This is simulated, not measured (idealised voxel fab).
process module | voxel ribs on slabs
cross-section cut | 180 nm wide | cells 5 nm
A cross-section is a grid of square cells, given in bands from the top down. A band is one or more rows of cells.
Each band's line starts with the height of the band's top and of its bottom, in nm. Then come its materials from left to right, each with its width in nm. One material with "throughout" fills the band from edge to edge. "air" is empty space.
Height 0 is the level under which the wafer as received is all one material. The lowest band goes on downwards, as in "0 down".
A width such as "30 to 40" changes by the same amount from each row of cells to the next, from the band's top row to its bottom row.
"no change" after a step means that no cell of the cross-section changed.
closed voids: empty space of 8 cells or more with no open way to the top, each as width x height at its distance from the left edge, in nm
after a step's settings: what the simulator itself notes on the step
overlay nm, on a step with a mask: how far to the right of its planned place the mask lay; to the left if negative
plan
1 op RECEIVE | material Si
2 op DIRECTIONAL_DEP | material SiO2 | thk nm 25
3 op DIRECTIONAL_DEP | material polySi | thk nm 15
4 op DIRECTIONAL_DEP | material aC | thk nm 10
5 op PATTERN | tone cover | mask id RIB | material resist | width nm 20 | thk nm 30 | overlay nm 0
6 op DIRECTIONAL_ETCH | etch materials aC | depth nm 10
7 op STRIP | etch materials resist
8 op DIRECTIONAL_ETCH | etch materials polySi | depth nm 10
9 op STRIP | etch materials aC
10 op PATTERN | tone cover | mask id SLAB | material resist | width nm 70 | thk nm 15 | overlay nm 0
11 op DIRECTIONAL_ETCH | etch materials polySi | depth nm 5
12 op STRIP | etch materials resist
13 op FILL_DEP | material SiO2 | thk nm 25
14 op CMP | height nm 55
15 op DIRECTIONAL_DEP | material TiN | thk nm 10
16 op PATTERN | tone cover | mask id HEATER | material resist | width nm 30 | thk nm 15 | overlay nm 0
17 op DIRECTIONAL_ETCH | etch materials TiN | depth nm 10
18 op STRIP | etch materials resist
19 op CONFORMAL_DEP | material SiN | thk nm 5
as received, after step 1
  0 down: Si throughout
  closed voids: none
a wafer at the end: this start, this plan, one mistake
  70 to 65: air 70 | SiN 40 | air 70
  65 to 60: air 70 | SiN 5 | TiN 30 | SiN 5 | air 70
  60 to 55: SiN 75 | TiN 30 | SiN 75
  55 to 40: SiO2 throughout
  40 to 25: TiN throughout
  25 to 0: SiO2 throughout
  0 down: Si throughout
  closed voids: none
what went wrong: step 3 ran as: op DIRECTIONAL_DEP | material TiN | thk nm 15
